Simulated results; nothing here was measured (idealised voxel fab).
process module | voxel ribs on slabs
cross-section cut | 155 nm wide | cells 5 nm
A cross-section is a grid of square cells, given in bands from the top down. A band is one or more rows of cells.
Each band's line starts with the height of the band's top and of its bottom, in nm. Then come its materials from left to right, each with its width in nm. One material with "throughout" fills the band from edge to edge. "air" is empty space.
Height 0 is the level under which the wafer as received is all one material. The lowest band goes on downwards, as in "0 down".
A width such as "30 to 40" changes by the same amount from each row of cells to the next, from the band's top row to its bottom row.
"no change" after a step means that no cell of the cross-section changed.
closed voids: empty space of 8 cells or more with no open way to the top, each as width x height at its distance from the left edge, in nm
after a step's settings: what the simulator itself notes on the step
overlay nm, on a step with a mask: how far to the right of its planned place the mask lay; to the left if negative
plan
1 op RECEIVE | material Si
2 op DIRECTIONAL_DEP | material SiO2 | thk nm 30
3 op DIRECTIONAL_DEP | material SiN | thk nm 20
4 op MASKED_ETCH | tone cover | mask id RIB | width nm 20 | etch materials SiN | depth nm 15 | overlay nm 0
5 op MASKED_ETCH | tone cover | mask id SLAB | width nm 50 | etch materials SiN | depth nm 5 | overlay nm 0
6 op FILL_DEP | material SiO2 | thk nm 25
7 op CMP | height nm 65
8 op DIRECTIONAL_DEP | material TiN | thk nm 10
9 op PATTERN | tone cover | mask id HEATER | material resist | width nm 30 | thk nm 20 | overlay nm 0
10 op DIRECTIONAL_ETCH | etch materials TiN | depth nm 10
11 op STRIP | etch materials resist
12 op CONFORMAL_DEP | material SiO2 | thk nm 10
as received, after step 1
  0 down: Si throughout
  closed voids: none
first wafer at the end, as planned
  85 to 75: air 50 | SiO2 50 | air 55
  75 to 65: SiO2 60 | TiN 30 | SiO2 65
  65 to 50: SiO2 throughout
  50 to 35: SiO2 65 | SiN 20 | SiO2 70
  35 to 30: SiO2 50 | SiN 50 | SiO2 55
  30 to 0: SiO2 throughout
  0 down: Si throughout
  closed voids: none
second wafer at the end: like start, like plan, one mistake
  85 to 75: air 50 | SiO2 50 | air 55
  75 to 65: SiO2 60 | TiN 30 | SiO2 65
  65 to 50: SiO2 throughout
  50 to 35: SiO2 55 | SiN 20 | SiO2 80
  35 to 30: SiO2 50 | SiN 50 | SiO2 55
  30 to 0: SiO2 throughout
  0 down: Si throughout
  closed voids: none
what went wrong: step 4 ran as: op MASKED_ETCH | tone cover | mask id RIB | width nm 20 | etch materials SiN | depth nm 15 | overlay nm -10
at the end the second wafer has, in cells: as many of each material as the first, in other places
